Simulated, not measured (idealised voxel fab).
Process module heading - voxel wiring stack
In the cross-section labelled cut, the width is 290 nm and each square cell is 5 nm.
A cross-section is written here as square cells arranged in a grid, and it is given in bands from the top down, each band taking up one or more rows of cells.
What a band's entry tells you: where the top is and where the bottom is, as heights in nm, and after that what lies inside, material by material from left to right, each with its width in nm. Empty space is written as the word "empty", and a single material marked with the word "everywhere" occupies the band from edge to edge.
Ref level 0: as-received wafer is one material below here. Bottom band extends down with no lower bound ("top 0, no bottom").
Quick explanation for "30->40": the width changes in equal steps down the rows of cells, from the first number in the band's top row to the second number in its bottom row.
"left unchanged" after a step means that no cell of the cross-section changed.
Under "Closed cavities" you'll find the enclosed gaps, the ones with no way out to the top, that are 8 cells or bigger; each reads width x height at distance, with distance counted from the left edge, everything in nm.
That trailing text on a step's line, after the settings, is the simulator's own remark on the step.
The line of a step may include "overlay nm". On a step with a mask, this value is how far to the right of its planned place the mask lay. A negative value means the mask lay to the left.

Steps planned for the process
| 1 | RECEIVE [material Si] |
| 2 | CONFORMAL_DEP [material SiO2] [thk nm 15] |
| 3 | DIRECTIONAL_DEP [material TiN] [thk nm 5] |
| 4 | DIRECTIONAL_DEP [material Ru] [thk nm 25] |
| 5 | DIRECTIONAL_DEP [material aC] [thk nm 10] |
| 6 | PATTERN [tone cover] [mask id METAL_1] [material resist] [width nm 25] [pitch nm 40] [thk nm 30] [overlay nm 0] |
| 7 | DIRECTIONAL_ETCH [etch materials aC] [depth nm 10] |
| 8 | STRIP [etch materials resist] |
| 9 | DIRECTIONAL_ETCH [etch materials Ru] [depth nm 25] |
| 10 | DIRECTIONAL_ETCH [etch materials TiN] [depth nm 5] |
| 11 | STRIP [etch materials aC] |
| 12 | FILL_DEP [material lowk] [thk nm 10] |
| 13 | CMP [height nm 45] |
| 14 | CONFORMAL_DEP [material SiCN] [thk nm 5] |
| 15 | DIRECTIONAL_DEP [material SiO2] [thk nm 20] |
| 16 | PATTERN [tone open] [mask id PLUG_1] [material resist] [width nm 15] [pitch nm 40] [thk nm 20] [overlay nm 0] |
| 17 | DIRECTIONAL_ETCH [etch materials SiO2] [depth nm 20] |
| 18 | DIRECTIONAL_ETCH [etch materials SiCN] [depth nm 5] |
| 19 | STRIP [etch materials resist] |
| 20 | EPI [material Ru] [thk nm 10] |
| 21 | EPI [material Ru] [thk nm 10] |
| 22 | EPI [material Ru] [thk nm 5] |
| 23 | DIRECTIONAL_DEP [material TiN] [thk nm 5] |
| 24 | DIRECTIONAL_DEP [material Ru] [thk nm 20] |
| 25 | DIRECTIONAL_DEP [material aC] [thk nm 15] |
| 26 | PATTERN [tone cover] [mask id METAL_2] [material resist] [width nm 25] [pitch nm 40] [thk nm 30] [overlay nm 0] |
| 27 | DIRECTIONAL_ETCH [etch materials aC] [depth nm 15] |
| 28 | STRIP [etch materials resist] |
| 29 | DIRECTIONAL_ETCH [etch materials Ru] [depth nm 20] |
| 30 | DIRECTIONAL_ETCH [etch materials TiN] [depth nm 5] |
| 31 | STRIP [etch materials aC] |
| 32 | FILL_DEP [material lowk] [thk nm 10] |
| 33 | CMP [height nm 95] |
| 34 | CONFORMAL_DEP [material SiCN] [thk nm 5] |
| 35 | DIRECTIONAL_DEP [material SiO2] [thk nm 30] |
| 36 | DIRECTIONAL_DEP [material aC] [thk nm 10] |
| 37 | PATTERN [tone open] [mask id METAL_3] [material resist] [width nm 25] [pitch nm 40] [thk nm 25] [overlay nm 0] |
| 38 | DIRECTIONAL_ETCH [etch materials aC] [depth nm 10] |
| 39 | STRIP [etch materials resist] |
| 40 | DIRECTIONAL_ETCH [etch materials SiO2] [depth nm 15] |
| 41 | STRIP [etch materials aC] |
| 42 | PATTERN [tone open] [mask id METAL_3_HOLES] [material resist] [width nm 15] [thk nm 15] [overlay nm 0] |
| 43 | DIRECTIONAL_ETCH [etch materials SiO2] [depth nm 15] |
| 44 | DIRECTIONAL_ETCH [etch materials SiCN] [depth nm 5] |
| 45 | STRIP [etch materials resist] |
| 46 | CONFORMAL_DEP [material TiN] [thk nm 5] |
| 47 | FILL_DEP [material Cu] [thk nm 5] |
| 48 | CMP [height nm 130] |
| 49 | CONFORMAL_DEP [material SiCN] [thk nm 5] |
| 50 | DIRECTIONAL_DEP [material SiO2] [thk nm 25] |
| 51 | MASKED_ETCH [tone open] [mask id METAL_4_HOLES] [width nm 15] [pitch nm 40] [etch materials SiO2] [depth nm 25] [overlay nm 0] |
| 52 | PATTERN [tone open] [mask id METAL_4] [material resist] [width nm 25] [pitch nm 40] [thk nm 20] [overlay nm 0] |
| 53 | DIRECTIONAL_ETCH [etch materials SiO2] [depth nm 15] |
| 54 | DIRECTIONAL_ETCH [etch materials SiCN] [depth nm 5] |
| 55 | STRIP [etch materials resist] |
| 56 | CONFORMAL_DEP [material TiN] [thk nm 5] |
| 57 | FILL_DEP [material Cu] [thk nm 5] |
| 58 | CMP [height nm 160] |
| 59 | CONFORMAL_DEP [material SiCN] [thk nm 5] |

Account of the first of two wafers, which was processed as intended

Incoming wafer, cross-sectional view, post step 1
top 0, no bottom = Si everywhere
Closed cavities: none

So this is the wafer cross-section right after step 2
top 15, bottom 0 = SiO2 everywhere
Below a height of 0, the structure has not been altered.

So this is the wafer cross-section right after step 3
top 20, bottom 15 = TiN everywhere
Below a height of 15, the structure has not been altered.

So this is the wafer cross-section right after step 4
top 45, bottom 20 = Ru everywhere
Below a height of 20, the structure has not been altered.

So this is the wafer cross-section right after step 5
top 55, bottom 45 = aC everywhere
Below a height of 45, the structure has not been altered.

So this is the wafer cross-section right after step 6
top 85, bottom 55 = empty=110 | resist=25 | empty=15 | resist=25 | empty=115
Below a height of 55, the structure has not been altered.

So this is the wafer cross-section right after step 7
top 75, bottom 55 = empty=110 | resist=25 | empty=15 | resist=25 | empty=115
top 55, bottom 45 = empty=110 | aC=25 | empty=15 | aC=25 | empty=115
Below a height of 45, the structure has not been altered.

So this is the wafer cross-section right after step 8
top 55, bottom 45 = empty=110 | aC=25 | empty=15 | aC=25 | empty=115
Below a height of 45, the structure has not been altered.

So this is the wafer cross-section right after step 9
top 55, bottom 45 = empty=110 | aC=25 | empty=15 | aC=25 | empty=115
top 45, bottom 20 = empty=110 | Ru=25 | empty=15 | Ru=25 | empty=115
Below a height of 20, the structure has not been altered.

So this is the wafer cross-section right after step 10
top 55, bottom 45 = empty=110 | aC=25 | empty=15 | aC=25 | empty=115
top 45, bottom 20 = empty=110 | Ru=25 | empty=15 | Ru=25 | empty=115
top 20, bottom 15 = empty=110 | TiN=25 | empty=15 | TiN=25 | empty=115
Below a height of 15, the structure has not been altered.

So this is the wafer cross-section right after step 11
top 45, bottom 20 = empty=110 | Ru=25 | empty=15 | Ru=25 | empty=115
Below a height of 20, the structure has not been altered.

So this is the wafer cross-section right after step 12
top 55, bottom 45 = lowk everywhere
top 45, bottom 20 = lowk=110 | Ru=25 | lowk=15 | Ru=25 | lowk=115
top 20, bottom 15 = lowk=110 | TiN=25 | lowk=15 | TiN=25 | lowk=115
Below a height of 15, the structure has not been altered.

So this is the wafer cross-section right after step 13
top 45, bottom 20 = lowk=110 | Ru=25 | lowk=15 | Ru=25 | lowk=115
Below a height of 20, the structure has not been altered.

So this is the wafer cross-section right after step 14
top 50, bottom 45 = SiCN everywhere
Below a height of 45, the structure has not been altered.

So this is the wafer cross-section right after step 15
top 70, bottom 50 = SiO2 everywhere
Below a height of 50, the structure has not been altered.

So this is the wafer cross-section right after step 16
top 90, bottom 70 = resist=110 | empty=15 | resist=25 | empty=15 | resist=125
Below a height of 70, the structure has not been altered.

So this is the wafer cross-section right after step 17
top 90, bottom 70 = resist=110 | empty=15 | resist=25 | empty=15 | resist=125
top 70, bottom 50 = SiO2=110 | empty=15 | SiO2=25 | empty=15 | SiO2=125
Below a height of 50, the structure has not been altered.

So this is the wafer cross-section right after step 18
top 90, bottom 70 = resist=110 | empty=15 | resist=25 | empty=15 | resist=125
top 70, bottom 50 = SiO2=110 | empty=15 | SiO2=25 | empty=15 | SiO2=125
top 50, bottom 45 = SiCN=110 | empty=15 | SiCN=25 | empty=15 | SiCN=125
Below a height of 45, the structure has not been altered.

So this is the wafer cross-section right after step 19
top 70, bottom 50 = SiO2=110 | empty=15 | SiO2=25 | empty=15 | SiO2=125
Below a height of 50, the structure has not been altered.

So this is the wafer cross-section right after step 20
top 70, bottom 55 = SiO2=110 | empty=15 | SiO2=25 | empty=15 | SiO2=125
top 55, bottom 50 = SiO2=110 | Ru=15 | SiO2=25 | Ru=15 | SiO2=125
top 50, bottom 45 = SiCN=110 | Ru=15 | SiCN=25 | Ru=15 | SiCN=125
Below a height of 45, the structure has not been altered.

So this is the wafer cross-section right after step 21
top 70, bottom 65 = SiO2=110 | empty=15 | SiO2=25 | empty=15 | SiO2=125
top 65, bottom 50 = SiO2=110 | Ru=15 | SiO2=25 | Ru=15 | SiO2=125
Below a height of 50, the structure has not been altered.

So this is the wafer cross-section right after step 22
top 70, bottom 50 = SiO2=110 | Ru=15 | SiO2=25 | Ru=15 | SiO2=125
Below a height of 50, the structure has not been altered.

So this is the wafer cross-section right after step 23
top 75, bottom 70 = TiN everywhere
Below a height of 70, the structure has not been altered.

So this is the wafer cross-section right after step 24
top 95, bottom 75 = Ru everywhere
Below a height of 75, the structure has not been altered.

So this is the wafer cross-section right after step 25
top 110, bottom 95 = aC everywhere
Below a height of 95, the structure has not been altered.

So this is the wafer cross-section right after step 26
top 140, bottom 110 = empty=110 | resist=25 | empty=15 | resist=25 | empty=115
Below a height of 110, the structure has not been altered.

So this is the wafer cross-section right after step 27
top 125, bottom 110 = empty=110 | resist=25 | empty=15 | resist=25 | empty=115
top 110, bottom 95 = empty=110 | aC=25 | empty=15 | aC=25 | empty=115
Below a height of 95, the structure has not been altered.

So this is the wafer cross-section right after step 28
top 110, bottom 95 = empty=110 | aC=25 | empty=15 | aC=25 | empty=115
Below a height of 95, the structure has not been altered.

So this is the wafer cross-section right after step 29
top 110, bottom 95 = empty=110 | aC=25 | empty=15 | aC=25 | empty=115
top 95, bottom 75 = empty=110 | Ru=25 | empty=15 | Ru=25 | empty=115
Below a height of 75, the structure has not been altered.

So this is the wafer cross-section right after step 30
top 110, bottom 95 = empty=110 | aC=25 | empty=15 | aC=25 | empty=115
top 95, bottom 75 = empty=110 | Ru=25 | empty=15 | Ru=25 | empty=115
top 75, bottom 70 = empty=110 | TiN=25 | empty=15 | TiN=25 | empty=115
Below a height of 70, the structure has not been altered.

So this is the wafer cross-section right after step 31
top 95, bottom 75 = empty=110 | Ru=25 | empty=15 | Ru=25 | empty=115
Below a height of 75, the structure has not been altered.

So this is the wafer cross-section right after step 32
top 105, bottom 95 = lowk everywhere
top 95, bottom 75 = lowk=110 | Ru=25 | lowk=15 | Ru=25 | lowk=115
top 75, bottom 70 = lowk=110 | TiN=25 | lowk=15 | TiN=25 | lowk=115
Below a height of 70, the structure has not been altered.

So this is the wafer cross-section right after step 33
top 95, bottom 75 = lowk=110 | Ru=25 | lowk=15 | Ru=25 | lowk=115
Below a height of 75, the structure has not been altered.

So this is the wafer cross-section right after step 34
top 100, bottom 95 = SiCN everywhere
Below a height of 95, the structure has not been altered.

So this is the wafer cross-section right after step 35
top 130, bottom 100 = SiO2 everywhere
Below a height of 100, the structure has not been altered.

So this is the wafer cross-section right after step 36
top 140, bottom 130 = aC everywhere
Below a height of 130, the structure has not been altered.

So this is the wafer cross-section right after step 37
top 165, bottom 140 = resist=110 | empty=25 | resist=15 | empty=25 | resist=115
Below a height of 140, the structure has not been altered.

So this is the wafer cross-section right after step 38
top 155, bottom 140 = resist=110 | empty=25 | resist=15 | empty=25 | resist=115
top 140, bottom 130 = aC=110 | empty=25 | aC=15 | empty=25 | aC=115
Below a height of 130, the structure has not been altered.

So this is the wafer cross-section right after step 39
top 140, bottom 130 = aC=110 | empty=25 | aC=15 | empty=25 | aC=115
Below a height of 130, the structure has not been altered.

So this is the wafer cross-section right after step 40
top 140, bottom 130 = aC=110 | empty=25 | aC=15 | empty=25 | aC=115
top 130, bottom 115 = SiO2=110 | empty=25 | SiO2=15 | empty=25 | SiO2=115
Below a height of 115, the structure has not been altered.

So this is the wafer cross-section right after step 41
top 130, bottom 115 = SiO2=110 | empty=25 | SiO2=15 | empty=25 | SiO2=115
Below a height of 115, the structure has not been altered.

So this is the wafer cross-section right after step 42
top 145, bottom 130 = resist=110 | empty=15 | resist=165
top 130, bottom 115 = SiO2=110 | empty=15 | resist=10 | SiO2=15 | resist=25 | SiO2=115
Below a height of 115, the structure has not been altered.

So this is the wafer cross-section right after step 43
top 145, bottom 130 = resist=110 | empty=15 | resist=165
top 130, bottom 115 = SiO2=110 | empty=15 | resist=10 | SiO2=15 | resist=25 | SiO2=115
top 115, bottom 100 = SiO2=110 | empty=15 | SiO2=165
Below a height of 100, the structure has not been altered.

So this is the wafer cross-section right after step 44
top 145, bottom 130 = resist=110 | empty=15 | resist=165
top 130, bottom 115 = SiO2=110 | empty=15 | resist=10 | SiO2=15 | resist=25 | SiO2=115
top 115, bottom 100 = SiO2=110 | empty=15 | SiO2=165
top 100, bottom 95 = SiCN=110 | empty=15 | SiCN=165
Below a height of 95, the structure has not been altered.

So this is the wafer cross-section right after step 45
top 130, bottom 115 = SiO2=110 | empty=25 | SiO2=15 | empty=25 | SiO2=115
Below a height of 115, the structure has not been altered.

So this is the wafer cross-section right after step 46
top 135, bottom 130 = TiN=115 | empty=15 | TiN=25 | empty=15 | TiN=120
top 130, bottom 120 = SiO2=110 | TiN=5 | empty=15 | TiN=5 | SiO2=15 | TiN=5 | empty=15 | TiN=5 | SiO2=115
top 120, bottom 115 = SiO2=110 | TiN=5 | empty=5 | TiN=15 | SiO2=15 | TiN=25 | SiO2=115
top 115, bottom 100 = SiO2=110 | TiN=5 | empty=5 | TiN=5 | SiO2=165
top 100, bottom 95 = SiCN=110 | TiN=15 | SiCN=165
Below a height of 95, the structure has not been altered.

So this is the wafer cross-section right after step 47
top 140, bottom 135 = Cu everywhere
top 135, bottom 130 = TiN=115 | Cu=15 | TiN=25 | Cu=15 | TiN=120
top 130, bottom 120 = SiO2=110 | TiN=5 | Cu=15 | TiN=5 | SiO2=15 | TiN=5 | Cu=15 | TiN=5 | SiO2=115
top 120, bottom 115 = SiO2=110 | TiN=5 | Cu=5 | TiN=15 | SiO2=15 | TiN=25 | SiO2=115
top 115, bottom 100 = SiO2=110 | TiN=5 | Cu=5 | TiN=5 | SiO2=165
Below a height of 100, the structure has not been altered.

So this is the wafer cross-section right after step 48
top 130, bottom 120 = SiO2=110 | TiN=5 | Cu=15 | TiN=5 | SiO2=15 | TiN=5 | Cu=15 | TiN=5 | SiO2=115
Below a height of 120, the structure has not been altered.

So this is the wafer cross-section right after step 49
top 135, bottom 130 = SiCN everywhere
Below a height of 130, the structure has not been altered.

So this is the wafer cross-section right after step 50
top 160, bottom 135 = SiO2 everywhere
Below a height of 135, the structure has not been altered.

So this is the wafer cross-section right after step 51
top 160, bottom 135 = SiO2=110 | empty=15 | SiO2=25 | empty=15 | SiO2=125
Below a height of 135, the structure has not been altered.

So this is the wafer cross-section right after step 52
top 180, bottom 160 = resist=110 | empty=25 | resist=15 | empty=25 | resist=115
Below a height of 160, the structure has not been altered.

So this is the wafer cross-section right after step 53
top 180, bottom 160 = resist=110 | empty=25 | resist=15 | empty=25 | resist=115
top 160, bottom 145 = SiO2=110 | empty=25 | SiO2=15 | empty=25 | SiO2=115
Below a height of 145, the structure has not been altered.

So this is the wafer cross-section right after step 54
top 180, bottom 160 = resist=110 | empty=25 | resist=15 | empty=25 | resist=115
top 160, bottom 145 = SiO2=110 | empty=25 | SiO2=15 | empty=25 | SiO2=115
top 145, bottom 135 = SiO2=110 | empty=15 | SiO2=25 | empty=15 | SiO2=125
top 135, bottom 130 = SiCN=110 | empty=15 | SiCN=25 | empty=15 | SiCN=125
Below a height of 130, the structure has not been altered.

So this is the wafer cross-section right after step 55
top 160, bottom 145 = SiO2=110 | empty=25 | SiO2=15 | empty=25 | SiO2=115
Below a height of 145, the structure has not been altered.

So this is the wafer cross-section right after step 56
top 165, bottom 160 = TiN=115 | empty=15 | TiN=25 | empty=15 | TiN=120
top 160, bottom 150 = SiO2=110 | TiN=5 | empty=15 | TiN=5 | SiO2=15 | TiN=5 | empty=15 | TiN=5 | SiO2=115
top 150, bottom 145 = SiO2=110 | TiN=5 | empty=5 | TiN=15 | SiO2=15 | TiN=5 | empty=5 | TiN=15 | SiO2=115
top 145, bottom 135 = SiO2=110 | TiN=5 | empty=5 | TiN=5 | SiO2=25 | TiN=5 | empty=5 | TiN=5 | SiO2=125
top 135, bottom 130 = SiCN=110 | TiN=15 | SiCN=25 | TiN=15 | SiCN=125
Below a height of 130, the structure has not been altered.

So this is the wafer cross-section right after step 57
top 170, bottom 165 = Cu everywhere
top 165, bottom 160 = TiN=115 | Cu=15 | TiN=25 | Cu=15 | TiN=120
top 160, bottom 150 = SiO2=110 | TiN=5 | Cu=15 | TiN=5 | SiO2=15 | TiN=5 | Cu=15 | TiN=5 | SiO2=115
top 150, bottom 145 = SiO2=110 | TiN=5 | Cu=5 | TiN=15 | SiO2=15 | TiN=5 | Cu=5 | TiN=15 | SiO2=115
top 145, bottom 135 = SiO2=110 | TiN=5 | Cu=5 | TiN=5 | SiO2=25 | TiN=5 | Cu=5 | TiN=5 | SiO2=125
Below a height of 135, the structure has not been altered.

So this is the wafer cross-section right after step 58
top 160, bottom 150 = SiO2=110 | TiN=5 | Cu=15 | TiN=5 | SiO2=15 | TiN=5 | Cu=15 | TiN=5 | SiO2=115
Below a height of 150, the structure has not been altered.

So this is the wafer cross-section right after step 59
top 165, bottom 160 = SiCN everywhere
Below a height of 160, the structure has not been altered.

Second wafer - shared start and plan with the first - one error in running - same as the first up to step 14 inclusive

Cross-section of the second wafer corresponding to the planned conclusion of step 15
top 90, bottom 50 = SiO2 everywhere
Below a height of 50, the structure has not been altered.

Cross-section of the second wafer corresponding to the planned conclusion of step 16
top 110, bottom 90 = resist=110 | empty=15 | resist=25 | empty=15 | resist=125
Below a height of 90, the structure has not been altered.

Cross-section of the second wafer corresponding to the planned conclusion of step 17
top 110, bottom 90 = resist=110 | empty=15 | resist=25 | empty=15 | resist=125
top 90, bottom 70 = SiO2=110 | empty=15 | SiO2=25 | empty=15 | SiO2=125
Below a height of 70, the structure has not been altered.

Cross-section of the second wafer corresponding to the planned conclusion of step 18: left unchanged

Cross-section of the second wafer corresponding to the planned conclusion of step 19
top 90, bottom 70 = SiO2=110 | empty=15 | SiO2=25 | empty=15 | SiO2=125
Below a height of 70, the structure has not been altered.

Cross-section of the second wafer corresponding to the planned conclusion of step 20: left unchanged

Cross-section of the second wafer corresponding to the planned conclusion of step 21: left unchanged

Cross-section of the second wafer corresponding to the planned conclusion of step 22: left unchanged

Cross-section of the second wafer corresponding to the planned conclusion of step 23
top 95, bottom 90 = TiN=110 | empty=15 | TiN=25 | empty=15 | TiN=125
top 90, bottom 75 = SiO2=110 | empty=15 | SiO2=25 | empty=15 | SiO2=125
top 75, bottom 70 = SiO2=110 | TiN=15 | SiO2=25 | TiN=15 | SiO2=125
Below a height of 70, the structure has not been altered.

Cross-section of the second wafer corresponding to the planned conclusion of step 24
top 115, bottom 95 = Ru=110 | empty=15 | Ru=25 | empty=15 | Ru=125
top 95, bottom 90 = TiN=110 | Ru=15 | TiN=25 | Ru=15 | TiN=125
top 90, bottom 75 = SiO2=110 | Ru=15 | SiO2=25 | Ru=15 | SiO2=125
Below a height of 75, the structure has not been altered.

Cross-section of the second wafer corresponding to the planned conclusion of step 25
top 130, bottom 115 = aC=110 | empty=15 | aC=25 | empty=15 | aC=125
top 115, bottom 110 = Ru=110 | empty=15 | Ru=25 | empty=15 | Ru=125
top 110, bottom 95 = Ru=110 | aC=15 | Ru=25 | aC=15 | Ru=125
Below a height of 95, the structure has not been altered.

Cross-section of the second wafer corresponding to the planned conclusion of step 26
top 160, bottom 130 = empty=110 | resist=25 | empty=15 | resist=25 | empty=115
top 130, bottom 115 = aC=110 | resist=15 | aC=25 | resist=15 | aC=125
top 115, bottom 110 = Ru=110 | resist=15 | Ru=25 | resist=15 | Ru=125
Below a height of 110, the structure has not been altered.

Cross-section of the second wafer corresponding to the planned conclusion of step 27
top 145, bottom 130 = empty=110 | resist=25 | empty=15 | resist=25 | empty=115
top 130, bottom 115 = empty=110 | resist=15 | aC=10 | empty=15 | resist=15 | aC=10 | empty=115
Below a height of 115, the structure has not been altered.

Cross-section of the second wafer corresponding to the planned conclusion of step 28
top 130, bottom 115 = empty=125 | aC=10 | empty=30 | aC=10 | empty=115
top 115, bottom 110 = Ru=110 | empty=15 | Ru=25 | empty=15 | Ru=125
Below a height of 110, the structure has not been altered.

Cross-section of the second wafer corresponding to the planned conclusion of step 29
top 130, bottom 115 = empty=125 | aC=10 | empty=30 | aC=10 | empty=115
top 115, bottom 110 = empty=125 | Ru=10 | empty=30 | Ru=10 | empty=115
top 110, bottom 95 = empty=110 | aC=15 | Ru=10 | empty=15 | aC=15 | Ru=10 | empty=115
Below a height of 95, the structure has not been altered.

Cross-section of the second wafer corresponding to the planned conclusion of step 30
top 130, bottom 115 = empty=125 | aC=10 | empty=30 | aC=10 | empty=115
top 115, bottom 110 = empty=125 | Ru=10 | empty=30 | Ru=10 | empty=115
top 110, bottom 95 = empty=110 | aC=15 | Ru=10 | empty=15 | aC=15 | Ru=10 | empty=115
top 95, bottom 90 = empty=110 | Ru=15 | TiN=10 | empty=15 | Ru=15 | TiN=10 | empty=115
Below a height of 90, the structure has not been altered.

Cross-section of the second wafer corresponding to the planned conclusion of step 31
top 115, bottom 95 = empty=125 | Ru=10 | empty=30 | Ru=10 | empty=115
Below a height of 95, the structure has not been altered.

Cross-section of the second wafer corresponding to the planned conclusion of step 32
top 125, bottom 115 = lowk everywhere
top 115, bottom 95 = lowk=125 | Ru=10 | lowk=30 | Ru=10 | lowk=115
top 95, bottom 90 = lowk=110 | Ru=15 | TiN=10 | lowk=15 | Ru=15 | TiN=10 | lowk=115
Below a height of 90, the structure has not been altered.

Cross-section of the second wafer corresponding to the planned conclusion of step 33
top 95, bottom 90 = lowk=110 | Ru=15 | TiN=10 | lowk=15 | Ru=15 | TiN=10 | lowk=115
Below a height of 90, the structure has not been altered.

Cross-section of the second wafer corresponding to the planned conclusion of step 34
top 100, bottom 95 = SiCN everywhere
Below a height of 95, the structure has not been altered.

Cross-section of the second wafer corresponding to the planned conclusion of step 35
top 130, bottom 100 = SiO2 everywhere
Below a height of 100, the structure has not been altered.

Cross-section of the second wafer corresponding to the planned conclusion of step 36
top 140, bottom 130 = aC everywhere
Below a height of 130, the structure has not been altered.

Cross-section of the second wafer corresponding to the planned conclusion of step 37
top 165, bottom 140 = resist=110 | empty=25 | resist=15 | empty=25 | resist=115
Below a height of 140, the structure has not been altered.

Cross-section of the second wafer corresponding to the planned conclusion of step 38
top 155, bottom 140 = resist=110 | empty=25 | resist=15 | empty=25 | resist=115
top 140, bottom 130 = aC=110 | empty=25 | aC=15 | empty=25 | aC=115
Below a height of 130, the structure has not been altered.

Cross-section of the second wafer corresponding to the planned conclusion of step 39
top 140, bottom 130 = aC=110 | empty=25 | aC=15 | empty=25 | aC=115
Below a height of 130, the structure has not been altered.

Cross-section of the second wafer corresponding to the planned conclusion of step 40
top 140, bottom 130 = aC=110 | empty=25 | aC=15 | empty=25 | aC=115
top 130, bottom 115 = SiO2=110 | empty=25 | SiO2=15 | empty=25 | SiO2=115
Below a height of 115, the structure has not been altered.

Cross-section of the second wafer corresponding to the planned conclusion of step 41
top 130, bottom 115 = SiO2=110 | empty=25 | SiO2=15 | empty=25 | SiO2=115
Below a height of 115, the structure has not been altered.

Cross-section of the second wafer corresponding to the planned conclusion of step 42
top 145, bottom 130 = resist=110 | empty=15 | resist=165
top 130, bottom 115 = SiO2=110 | empty=15 | resist=10 | SiO2=15 | resist=25 | SiO2=115
Below a height of 115, the structure has not been altered.

Cross-section of the second wafer corresponding to the planned conclusion of step 43
top 145, bottom 130 = resist=110 | empty=15 | resist=165
top 130, bottom 115 = SiO2=110 | empty=15 | resist=10 | SiO2=15 | resist=25 | SiO2=115
top 115, bottom 100 = SiO2=110 | empty=15 | SiO2=165
Below a height of 100, the structure has not been altered.

Cross-section of the second wafer corresponding to the planned conclusion of step 44
top 145, bottom 130 = resist=110 | empty=15 | resist=165
top 130, bottom 115 = SiO2=110 | empty=15 | resist=10 | SiO2=15 | resist=25 | SiO2=115
top 115, bottom 100 = SiO2=110 | empty=15 | SiO2=165
top 100, bottom 95 = SiCN=110 | empty=15 | SiCN=165
Below a height of 95, the structure has not been altered.

Cross-section of the second wafer corresponding to the planned conclusion of step 45
top 130, bottom 115 = SiO2=110 | empty=25 | SiO2=15 | empty=25 | SiO2=115
Below a height of 115, the structure has not been altered.

Cross-section of the second wafer corresponding to the planned conclusion of step 46
top 135, bottom 130 = TiN=115 | empty=15 | TiN=25 | empty=15 | TiN=120
top 130, bottom 120 = SiO2=110 | TiN=5 | empty=15 | TiN=5 | SiO2=15 | TiN=5 | empty=15 | TiN=5 | SiO2=115
top 120, bottom 115 = SiO2=110 | TiN=5 | empty=5 | TiN=15 | SiO2=15 | TiN=25 | SiO2=115
top 115, bottom 100 = SiO2=110 | TiN=5 | empty=5 | TiN=5 | SiO2=165
top 100, bottom 95 = SiCN=110 | TiN=15 | SiCN=165
Below a height of 95, the structure has not been altered.

Cross-section of the second wafer corresponding to the planned conclusion of step 47
top 140, bottom 135 = Cu everywhere
top 135, bottom 130 = TiN=115 | Cu=15 | TiN=25 | Cu=15 | TiN=120
top 130, bottom 120 = SiO2=110 | TiN=5 | Cu=15 | TiN=5 | SiO2=15 | TiN=5 | Cu=15 | TiN=5 | SiO2=115
top 120, bottom 115 = SiO2=110 | TiN=5 | Cu=5 | TiN=15 | SiO2=15 | TiN=25 | SiO2=115
top 115, bottom 100 = SiO2=110 | TiN=5 | Cu=5 | TiN=5 | SiO2=165
Below a height of 100, the structure has not been altered.

Cross-section of the second wafer corresponding to the planned conclusion of step 48
top 130, bottom 120 = SiO2=110 | TiN=5 | Cu=15 | TiN=5 | SiO2=15 | TiN=5 | Cu=15 | TiN=5 | SiO2=115
Below a height of 120, the structure has not been altered.

Cross-section of the second wafer corresponding to the planned conclusion of step 49
top 135, bottom 130 = SiCN everywhere
Below a height of 130, the structure has not been altered.

Cross-section of the second wafer corresponding to the planned conclusion of step 50
top 160, bottom 135 = SiO2 everywhere
Below a height of 135, the structure has not been altered.

Cross-section of the second wafer corresponding to the planned conclusion of step 51
top 160, bottom 135 = SiO2=110 | empty=15 | SiO2=25 | empty=15 | SiO2=125
Below a height of 135, the structure has not been altered.

Cross-section of the second wafer corresponding to the planned conclusion of step 52
top 180, bottom 160 = resist=110 | empty=25 | resist=15 | empty=25 | resist=115
Below a height of 160, the structure has not been altered.

Cross-section of the second wafer corresponding to the planned conclusion of step 53
top 180, bottom 160 = resist=110 | empty=25 | resist=15 | empty=25 | resist=115
top 160, bottom 145 = SiO2=110 | empty=25 | SiO2=15 | empty=25 | SiO2=115
Below a height of 145, the structure has not been altered.

Cross-section of the second wafer corresponding to the planned conclusion of step 54
top 180, bottom 160 = resist=110 | empty=25 | resist=15 | empty=25 | resist=115
top 160, bottom 145 = SiO2=110 | empty=25 | SiO2=15 | empty=25 | SiO2=115
top 145, bottom 135 = SiO2=110 | empty=15 | SiO2=25 | empty=15 | SiO2=125
top 135, bottom 130 = SiCN=110 | empty=15 | SiCN=25 | empty=15 | SiCN=125
Below a height of 130, the structure has not been altered.

Cross-section of the second wafer corresponding to the planned conclusion of step 55
top 160, bottom 145 = SiO2=110 | empty=25 | SiO2=15 | empty=25 | SiO2=115
Below a height of 145, the structure has not been altered.

Cross-section of the second wafer corresponding to the planned conclusion of step 56
top 165, bottom 160 = TiN=115 | empty=15 | TiN=25 | empty=15 | TiN=120
top 160, bottom 150 = SiO2=110 | TiN=5 | empty=15 | TiN=5 | SiO2=15 | TiN=5 | empty=15 | TiN=5 | SiO2=115
top 150, bottom 145 = SiO2=110 | TiN=5 | empty=5 | TiN=15 | SiO2=15 | TiN=5 | empty=5 | TiN=15 | SiO2=115
top 145, bottom 135 = SiO2=110 | TiN=5 | empty=5 | TiN=5 | SiO2=25 | TiN=5 | empty=5 | TiN=5 | SiO2=125
top 135, bottom 130 = SiCN=110 | TiN=15 | SiCN=25 | TiN=15 | SiCN=125
Below a height of 130, the structure has not been altered.

Cross-section of the second wafer corresponding to the planned conclusion of step 57
top 170, bottom 165 = Cu everywhere
top 165, bottom 160 = TiN=115 | Cu=15 | TiN=25 | Cu=15 | TiN=120
top 160, bottom 150 = SiO2=110 | TiN=5 | Cu=15 | TiN=5 | SiO2=15 | TiN=5 | Cu=15 | TiN=5 | SiO2=115
top 150, bottom 145 = SiO2=110 | TiN=5 | Cu=5 | TiN=15 | SiO2=15 | TiN=5 | Cu=5 | TiN=15 | SiO2=115
top 145, bottom 135 = SiO2=110 | TiN=5 | Cu=5 | TiN=5 | SiO2=25 | TiN=5 | Cu=5 | TiN=5 | SiO2=125
Below a height of 135, the structure has not been altered.

Cross-section of the second wafer corresponding to the planned conclusion of step 58
top 160, bottom 150 = SiO2=110 | TiN=5 | Cu=15 | TiN=5 | SiO2=15 | TiN=5 | Cu=15 | TiN=5 | SiO2=115
Below a height of 150, the structure has not been altered.

Cross-section of the second wafer corresponding to the planned conclusion of step 59
top 165, bottom 160 = SiCN everywhere
Below a height of 160, the structure has not been altered.
Run error: it should be noted that step 15 of the plan was executed twice
Final tally in cells, some materials are higher or lower on the second wafer than on the first: -46 Ru, +6 SiCN, +232 SiO2, -192 lowk
